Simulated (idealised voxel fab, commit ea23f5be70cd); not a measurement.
Process module name: voxel quadruple lines
Cross-sectional view cut (width: 245 nm; square cell size: 5 nm).
Cross-section format: a grid of square cells, given as bands from top to bottom; each band is one or more rows of cells. Band: top height; bottom height; in nm. Then, left to right: material with width in nm, for each material. "full width": a single material spanning edge to edge. "empty": empty space. For the purposes of this specification, 0 denotes the height below which the wafer in its as-received condition is composed wholly of one material, and the lowermost band, lacking a lower limit, extends downward without end, as expressed in "0 down". The expression "30->40" gives the width at the extremes of the band, the first number at its top row of cells and the second at its bottom row, with the width changing by equal amounts from each row to the next in between. What does "no alterations made" mean for a step? It means no cell of the cross-section changed in that step. Closed empty spaces (no open way to the top) of 8 cells or more are what "Enclosed void list" lists, each as width x height at distance from the left edge, nm for all three. On each step's line, the part that comes after the settings is the simulator's own comment on the step. If you see "overlay nm" on a step's line and that step has a mask, it's telling you how far right of where it was planned the mask ended up; a negative number means it went left instead.

## Set out below are the planned steps of the process
1,op RECEIVE | material Si
2,op CONFORMAL_DEP | material Al2O3 | thk nm 10
3,op DIRECTIONAL_DEP | material TiN | thk nm 10
4,op DIRECTIONAL_DEP | material polySi | thk nm 15
5,op DIRECTIONAL_DEP | material aC | thk nm 25
6,op PATTERN | tone cover | mask id MANDREL | material resist | width nm 25 | pitch nm 80 | thk nm 35 | overlay nm -15
7,op DIRECTIONAL_ETCH | etch materials aC | depth nm 25
8,op STRIP | etch materials resist
9,op CONFORMAL_DEP | material SiO2 | thk nm 15
10,op DIRECTIONAL_ETCH | etch materials SiO2 | depth nm 15
11,op STRIP | etch materials aC
12,op DIRECTIONAL_ETCH | etch materials polySi | depth nm 15
13,op STRIP | etch materials SiO2
14,op CONFORMAL_DEP | material SiN | thk nm 5
15,op DIRECTIONAL_ETCH | etch materials SiN | depth nm 5
16,op STRIP | etch materials polySi
17,op DIRECTIONAL_ETCH | etch materials TiN | depth nm 10
18,op STRIP | etch materials SiN
For clarity, it should be stated that the wafers under discussion commence in an identical condition and differ with respect to the overlay nm of step 6, the plan indicating the value that the first wafer had.

## Received condition of the first of several wafers, sectioned: post-step 1
    0 down  Si full width
    Enclosed void list: none

## Last step of the module is step 18; after it, the first of several wafers in cross-section
    20 to 10  empty=35; TiN=5; empty=15; TiN=5; empty=15; TiN=5; empty=15; TiN=5; empty=15; TiN=5; empty=15; TiN=5; empty=15; TiN=5; empty=15; TiN=5; empty=65
    10 to 0  Al2O3 full width
    0 down  Si full width
    Enclosed void list: none

## Cross-section at module completion, last wafer
    20 to 10  empty=65; TiN=5; empty=15; TiN=5; empty=15; TiN=5; empty=15; TiN=5; empty=15; TiN=5; empty=15; TiN=5; empty=15; TiN=5; empty=15; TiN=5; empty=35
    10 to 0  Al2O3 full width
    0 down  Si full width
    Enclosed void list: none

## wafer rows; end of module; cells per material since receipt: (+) gained, (-) lost; then closed voids
overlay nm -15; +98 Al2O3; +16 TiN; Enclosed void list: none
overlay nm -10; +98 Al2O3; +16 TiN; Enclosed void list: none
overlay nm -5; +98 Al2O3; +16 TiN; Enclosed void list: none
overlay nm 0; +98 Al2O3; +16 TiN; Enclosed void list: none
overlay nm 5; +98 Al2O3; +16 TiN; Enclosed void list: none
overlay nm 10; +98 Al2O3; +16 TiN; Enclosed void list: none
overlay nm 15; +98 Al2O3; +16 TiN; Enclosed void list: none
